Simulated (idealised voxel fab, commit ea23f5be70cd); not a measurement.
process module | voxel double patterning
cross-section cut | 295 nm wide | cells 5 nm
A cross-section is a grid of square cells, given in bands from the top down. A band is one or more rows of cells.
Each band's line starts with the height of the band's top and of its bottom, in nm. Then come its materials from left to right, each with its width in nm. One material with "throughout" fills the band from edge to edge. "air" is empty space.
Height 0 is the level under which the wafer as received is all one material. The lowest band goes on downwards, as in "0 down".
A width such as "30 to 40" changes by the same amount from each row of cells to the next, from the band's top row to its bottom row.
"no change" after a step means that no cell of the cross-section changed.
closed voids: empty space of 8 cells or more with no open way to the top, each as width x height at its distance from the left edge, in nm
after a step's settings: what the simulator itself notes on the step
overlay nm, on a step with a mask: how far to the right of its planned place the mask lay; to the left if negative
Each pair below shows a cross-section before one step and the cross-section after it, down to the lowest band that changed. The line under each pair gives the step between them, with its settings. The pairs can come from different runs of this module on the same starting wafer, so a pair continues from the pair above only where its "before" says so.
before
  0 down: Si throughout
  closed voids: none
after
  5 to 0: SiN throughout
  below 0: unchanged
  closed voids: none
the step between: op CONFORMAL_DEP | material SiN | thk nm 5
before: the cross-section after the pair above
after
  15 to 5: SiO2 throughout
  below 5: unchanged
  closed voids: none
the step between: op DIRECTIONAL_DEP | material SiO2 | thk nm 10
before: the cross-section after the pair above
after
  25 to 15: SiCN throughout
  below 15: unchanged
  closed voids: none
the step between: op DIRECTIONAL_DEP | material SiCN | thk nm 10
before: the cross-section after the pair above
after
  25 to 15: SiCN 115 | air 15 | SiCN 35 | air 15 | SiCN 115
  below 15: unchanged
  closed voids: none
the step between: op MASKED_ETCH | tone open | mask id FIRST | width nm 15 | pitch nm 50 | etch materials SiCN | depth nm 10 | overlay nm 0
before: the cross-section after the pair above
after
  40 to 25: resist 140 | air 15 | resist 140
  25 to 15: SiCN 115 | resist 15 | SiCN 35 | resist 15 | SiCN 115
  below 15: unchanged
  closed voids: none
the step between: op PATTERN | tone open | mask id SECOND | material resist | width nm 15 | thk nm 15 | overlay nm 0
before: the cross-section after the pair above
after
  40 to 25: resist 140 | air 15 | resist 140
  25 to 15: SiCN 115 | resist 15 | SiCN 10 | air 15 | SiCN 10 | resist 15 | SiCN 115
  below 15: unchanged
  closed voids: none
the step between: op DIRECTIONAL_ETCH | etch materials SiCN | depth nm 10
before: the cross-section after the pair above
after
  25 to 15: SiCN 115 | air 15 | SiCN 10 | air 15 | SiCN 10 | air 15 | SiCN 115
  below 15: unchanged
  closed voids: none
the step between: op STRIP | etch materials resist
before: the cross-section after the pair above
after
  25 to 15: SiCN 115 | air 15 | SiCN 10 | air 15 | SiCN 10 | air 15 | SiCN 115
  15 to 5: SiO2 115 | air 15 | SiO2 10 | air 15 | SiO2 10 | air 15 | SiO2 115
  below 5: unchanged
  closed voids: none
the step between: op DIRECTIONAL_ETCH | etch materials SiO2 | depth nm 10
before: the cross-section after the pair above
after
  15 to 5: SiO2 115 | air 15 | SiO2 10 | air 15 | SiO2 10 | air 15 | SiO2 115
  below 5: unchanged
  closed voids: none
the step between: op STRIP | etch materials SiCN
before
  0 down: Si throughout
  closed voids: none
after
  10 to 0: SiO2 throughout
  below 0: unchanged
  closed voids: none
the step between: op DIRECTIONAL_DEP | material SiO2 | thk nm 10
before: the cross-section after the pair above
after
  15 to 10: SiN throughout
  below 10: unchanged
  closed voids: none
the step between: op CONFORMAL_DEP | material SiN | thk nm 5
before: the cross-section after the pair above
after
  25 to 15: SiCN throughout
  below 15: unchanged
  closed voids: none
the step between: op DIRECTIONAL_DEP | material SiCN | thk nm 10
before: the cross-section after the pair above
after
  25 to 15: SiCN 115 | air 15 | SiCN 35 | air 15 | SiCN 115
  below 15: unchanged
  closed voids: none
the step between: op MASKED_ETCH | tone open | mask id FIRST | width nm 15 | pitch nm 50 | etch materials SiCN | depth nm 10 | overlay nm 0
before: the cross-section after the pair above
after
  40 to 25: resist 140 | air 15 | resist 140
  25 to 15: SiCN 115 | resist 15 | SiCN 35 | resist 15 | SiCN 115
  below 15: unchanged
  closed voids: none
the step between: op PATTERN | tone open | mask id SECOND | material resist | width nm 15 | thk nm 15 | overlay nm 0
before: the cross-section after the pair above
after
  40 to 25: resist 140 | air 15 | resist 140
  25 to 15: SiCN 115 | resist 15 | SiCN 10 | air 15 | SiCN 10 | resist 15 | SiCN 115
  below 15: unchanged
  closed voids: none
the step between: op DIRECTIONAL_ETCH | etch materials SiCN | depth nm 10
before: the cross-section after the pair above
after
  25 to 15: SiCN 115 | air 15 | SiCN 10 | air 15 | SiCN 10 | air 15 | SiCN 115
  below 15: unchanged
  closed voids: none
the step between: op STRIP | etch materials resist
before: the cross-section after the pair above
after
  15 to 10: SiN throughout
  below 10: unchanged
  closed voids: none
the step between: op STRIP | etch materials SiCN
before
  5 to 0: SiN throughout
  0 down: Si throughout
  closed voids: none
after
  10 to 5: SiO2 throughout
  below 5: unchanged
  closed voids: none
the step between: op DIRECTIONAL_DEP | material SiO2 | thk nm 5
before: the cross-section after the pair above
after
  20 to 10: SiCN throughout
  below 10: unchanged
  closed voids: none
the step between: op DIRECTIONAL_DEP | material SiCN | thk nm 10
before: the cross-section after the pair above
after
  20 to 10: SiCN 115 | air 15 | SiCN 35 | air 15 | SiCN 115
  below 10: unchanged
  closed voids: none
the step between: op MASKED_ETCH | tone open | mask id FIRST | width nm 15 | pitch nm 50 | etch materials SiCN | depth nm 10 | overlay nm 0
before: the cross-section after the pair above
after
  35 to 20: resist 140 | air 15 | resist 140
  20 to 10: SiCN 115 | resist 15 | SiCN 35 | resist 15 | SiCN 115
  below 10: unchanged
  closed voids: none
the step between: op PATTERN | tone open | mask id SECOND | material resist | width nm 15 | thk nm 15 | overlay nm 0
before: the cross-section after the pair above
after
  35 to 20: resist 140 | air 15 | resist 140
  20 to 10: SiCN 115 | resist 15 | SiCN 10 | air 15 | SiCN 10 | resist 15 | SiCN 115
  below 10: unchanged
  closed voids: none
the step between: op DIRECTIONAL_ETCH | etch materials SiCN | depth nm 10
before: the cross-section after the pair above
after
  20 to 10: SiCN 115 | air 15 | SiCN 10 | air 15 | SiCN 10 | air 15 | SiCN 115
  below 10: unchanged
  closed voids: none
the step between: op STRIP | etch materials resist
before: the cross-section after the pair above
after
  20 to 10: SiCN 115 | air 15 | SiCN 10 | air 15 | SiCN 10 | air 15 | SiCN 115
  10 to 5: SiO2 115 | air 15 | SiO2 10 | air 15 | SiO2 10 | air 15 | SiO2 115
  below 5: unchanged
  closed voids: none
the step between: op DIRECTIONAL_ETCH | etch materials SiO2 | depth nm 10
before: the cross-section after the pair above
after
  10 to 5: SiO2 115 | air 15 | SiO2 10 | air 15 | SiO2 10 | air 15 | SiO2 115
  below 5: unchanged
  closed voids: none
the step between: op STRIP | etch materials SiCN
before
  25 to 15: SiCN throughout
  15 to 5: SiO2 throughout
  5 to 0: SiN throughout
  0 down: Si throughout
  closed voids: none
after
  25 to 15: SiCN 110 | air 25 | SiCN 25 | air 25 | SiCN 110
  below 15: unchanged
  closed voids: none
the step between: op MASKED_ETCH | tone open | mask id FIRST | width nm 25 | pitch nm 50 | etch materials SiCN | depth nm 10 | overlay nm 0
before: the cross-section after the pair above
after
  40 to 25: resist 140 | air 15 | resist 140
  25 to 15: SiCN 110 | resist 25 | SiCN 25 | resist 25 | SiCN 110
  below 15: unchanged
  closed voids: none
the step between: op PATTERN | tone open | mask id SECOND | material resist | width nm 15 | thk nm 15 | overlay nm 0
before: the cross-section after the pair above
after
  40 to 25: resist 140 | air 15 | resist 140
  25 to 15: SiCN 110 | resist 25 | SiCN 5 | air 15 | SiCN 5 | resist 25 | SiCN 110
  below 15: unchanged
  closed voids: none
the step between: op DIRECTIONAL_ETCH | etch materials SiCN | depth nm 10
before: the cross-section after the pair above
after
  25 to 15: SiCN 110 | air 25 | SiCN 5 | air 15 | SiCN 5 | air 25 | SiCN 110
  below 15: unchanged
  closed voids: none
the step between: op STRIP | etch materials resist
before: the cross-section after the pair above
after
  25 to 15: SiCN 110 | air 25 | SiCN 5 | air 15 | SiCN 5 | air 25 | SiCN 110
  15 to 5: SiO2 110 | air 25 | SiO2 5 | air 15 | SiO2 5 | air 25 | SiO2 110
  below 5: unchanged
  closed voids: none
the step between: op DIRECTIONAL_ETCH | etch materials SiO2 | depth nm 10
before: the cross-section after the pair above
after
  15 to 5: SiO2 110 | air 25 | SiO2 5 | air 15 | SiO2 5 | air 25 | SiO2 110
  below 5: unchanged
  closed voids: none
the step between: op STRIP | etch materials SiCN
before
  25 to 15: SiCN throughout
  15 to 5: SiO2 throughout
  5 to 0: SiN throughout
  0 down: Si throughout
  closed voids: none
after
  25 to 15: SiCN 125 | air 15 | SiCN 35 | air 15 | SiCN 105
  below 15: unchanged
  closed voids: none
the step between: op MASKED_ETCH | tone open | mask id FIRST | width nm 15 | pitch nm 50 | etch materials SiCN | depth nm 10 | overlay nm 10
before: the cross-section after the pair above
after
  40 to 25: resist 140 | air 15 | resist 140
  25 to 15: SiCN 125 | resist 15 | SiCN 35 | resist 15 | SiCN 105
  below 15: unchanged
  closed voids: none
the step between: op PATTERN | tone open | mask id SECOND | material resist | width nm 15 | thk nm 15 | overlay nm 0
before: the cross-section after the pair above
after
  40 to 25: resist 140 | air 15 | resist 140
  25 to 15: SiCN 125 | resist 15 | air 15 | SiCN 20 | resist 15 | SiCN 105
  below 15: unchanged
  closed voids: none
the step between: op DIRECTIONAL_ETCH | etch materials SiCN | depth nm 10
before: the cross-section after the pair above
after
  25 to 15: SiCN 125 | air 30 | SiCN 20 | air 15 | SiCN 105
  below 15: unchanged
  closed voids: none
the step between: op STRIP | etch materials resist
before: the cross-section after the pair above
after
  25 to 15: SiCN 125 | air 30 | SiCN 20 | air 15 | SiCN 105
  15 to 5: SiO2 125 | air 30 | SiO2 20 | air 15 | SiO2 105
  below 5: unchanged
  closed voids: none
the step between: op DIRECTIONAL_ETCH | etch materials SiO2 | depth nm 10
before: the cross-section after the pair above
after
  15 to 5: SiO2 125 | air 30 | SiO2 20 | air 15 | SiO2 105
  below 5: unchanged
  closed voids: none
the step between: op STRIP | etch materials SiCN
before
  0 down: Si throughout
  closed voids: none
after
  5 to 0: SiO2 throughout
  below 0: unchanged
  closed voids: none
the step between: op CONFORMAL_DEP | material SiO2 | thk nm 5
before: the cross-section after the pair above
after
  15 to 0: SiO2 throughout
  below 0: unchanged
  closed voids: none
the step between: op DIRECTIONAL_DEP | material SiO2 | thk nm 10
before: the cross-section after the pair above
after
  25 to 15: SiCN throughout
  below 15: unchanged
  closed voids: none
the step between: op DIRECTIONAL_DEP | material SiCN | thk nm 10
before: the cross-section after the pair above
after
  25 to 15: SiCN 115 | air 15 | SiCN 35 | air 15 | SiCN 115
  below 15: unchanged
  closed voids: none
the step between: op MASKED_ETCH | tone open | mask id FIRST | width nm 15 | pitch nm 50 | etch materials SiCN | depth nm 10 | overlay nm 0
before: the cross-section after the pair above
after
  40 to 25: resist 140 | air 15 | resist 140
  25 to 15: SiCN 115 | resist 15 | SiCN 35 | resist 15 | SiCN 115
  below 15: unchanged
  closed voids: none
the step between: op PATTERN | tone open | mask id SECOND | material resist | width nm 15 | thk nm 15 | overlay nm 0
before: the cross-section after the pair above
after
  40 to 25: resist 140 | air 15 | resist 140
  25 to 15: SiCN 115 | resist 15 | SiCN 10 | air 15 | SiCN 10 | resist 15 | SiCN 115
  below 15: unchanged
  closed voids: none
the step between: op DIRECTIONAL_ETCH | etch materials SiCN | depth nm 10
before: the cross-section after the pair above
after
  25 to 15: SiCN 115 | air 15 | SiCN 10 | air 15 | SiCN 10 | air 15 | SiCN 115
  below 15: unchanged
  closed voids: none
the step between: op STRIP | etch materials resist
before: the cross-section after the pair above
after
  25 to 15: SiCN 115 | air 15 | SiCN 10 | air 15 | SiCN 10 | air 15 | SiCN 115
  15 to 5: SiO2 115 | air 15 | SiO2 10 | air 15 | SiO2 10 | air 15 | SiO2 115
  below 5: unchanged
  closed voids: none
the step between: op DIRECTIONAL_ETCH | etch materials SiO2 | depth nm 10
before: the cross-section after the pair above
after
  15 to 5: SiO2 115 | air 15 | SiO2 10 | air 15 | SiO2 10 | air 15 | SiO2 115
  below 5: unchanged
  closed voids: none
the step between: op STRIP | etch materials SiCN
before
  25 to 15: SiCN 115 | air 15 | SiCN 35 | air 15 | SiCN 115
  15 to 5: SiO2 throughout
  5 to 0: SiN throughout
  0 down: Si throughout
  closed voids: none
after
  40 to 25: air 140 | resist 15 | air 140
  below 25: unchanged
  closed voids: none
the step between: op PATTERN | tone cover | mask id SECOND | material resist | width nm 15 | thk nm 15 | overlay nm 0
before: the cross-section after the pair above
after
  40 to 25: air 140 | resist 15 | air 140
  25 to 15: air 140 | SiCN 15 | air 140
  below 15: unchanged
  closed voids: none
the step between: op DIRECTIONAL_ETCH | etch materials SiCN | depth nm 10
before: the cross-section after the pair above
after
  25 to 15: air 140 | SiCN 15 | air 140
  below 15: unchanged
  closed voids: none
the step between: op STRIP | etch materials resist
before: the cross-section after the pair above
after
  25 to 15: air 140 | SiCN 15 | air 140
  15 to 5: air 140 | SiO2 15 | air 140
  below 5: unchanged
  closed voids: none
the step between: op DIRECTIONAL_ETCH | etch materials SiO2 | depth nm 10
before: the cross-section after the pair above
after
  15 to 5: air 140 | SiO2 15 | air 140
  below 5: unchanged
  closed voids: none
the step between: op STRIP | etch materials SiCN
